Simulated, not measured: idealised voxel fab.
The name of this process module is voxel spacer lines.
Section shown: cut. Width: 295 nm. Cell size: 5 nm, square.
Format of a cross-section: grid, square cells. Given as bands. Order: top down. Band: one or more rows of cells.
Heads up on the band format: heights come first, top then bottom, in nm. After that it's the materials left to right, each with its width in nm. A single material flagged "full width" fills the whole band edge to edge, and "blank" means there's empty space there.
Height datum 0, below which the as-received substrate wafer is one material. Lowest band open at the bottom, running downward: "0..down".
Top row gets the first number, bottom row gets the second, and each row in between changes by the same step: that is how a band width like "30 to 40" works.
Take "nothing was modified" at face value: in the step it is given for, the cross-section changed in none of its cells.
"Closed void roster" contains a list of empty spaces, each no smaller than 8 cells and without an open way to the top, written in the form width x height at distance with the distance from the left edge and all three in nm.
That trailing text on a step's line, after the settings, is the simulator's own remark on the step.
What "overlay nm" on a step's line means: if the step has a mask, that mask lay this far to the right of its planned place, or, when the value is negative, to the left.
### Steps in the process plan
1) RECEIVE (material Si)
2) CONFORMAL_DEP (material Al2O3; thk nm 10)
3) DIRECTIONAL_DEP (material SiN; thk nm 20)
4) DIRECTIONAL_DEP (material aC; thk nm 30)
5) PATTERN (tone cover; mask id MANDREL; material resist; width nm 15; pitch nm 60; thk nm 40; overlay nm 0)
6) DIRECTIONAL_ETCH (etch materials aC; depth nm 30)
7) STRIP (etch materials resist)
8) CONFORMAL_DEP (material SiO2; thk nm 15)
9) DIRECTIONAL_ETCH (etch materials SiO2; depth nm 15)
10) STRIP (etch materials aC)
11) DIRECTIONAL_ETCH (etch materials SiN; depth nm 10)
12) STRIP (etch materials SiO2)
13) FILL_DEP (material SiO2; thk nm 10)
14) CMP (height nm 30)
Heads up: all these wafers start the same, and what changes between them is the depth nm in step 11. The value you see in the plan is just what the first wafer got.
### Here's the first of the wafers in cross-section, just as we got it, i.e. after step 1
- 0..down | Si full width
- Closed void roster: none
### Basically each wafer gets a line in the table, showing it at the end of the module: material by material, the cells it gained (+) or lost (-) since we got it, then its closed voids
depth nm 10 | +118 Al2O3 | +154 SiN | +82 SiO2 | Closed void roster: none
depth nm 15 | +118 Al2O3 | +113 SiN | +123 SiO2 | Closed void roster: none
depth nm 20 | +118 Al2O3 | +72 SiN | +164 SiO2 | Closed void roster: none
depth nm 25 | +118 Al2O3 | +72 SiN | +164 SiO2 | Closed void roster: none
depth nm 30 | +118 Al2O3 | +72 SiN | +164 SiO2 | Closed void roster: none
depth nm 35 | +118 Al2O3 | +72 SiN | +164 SiO2 | Closed void roster: none
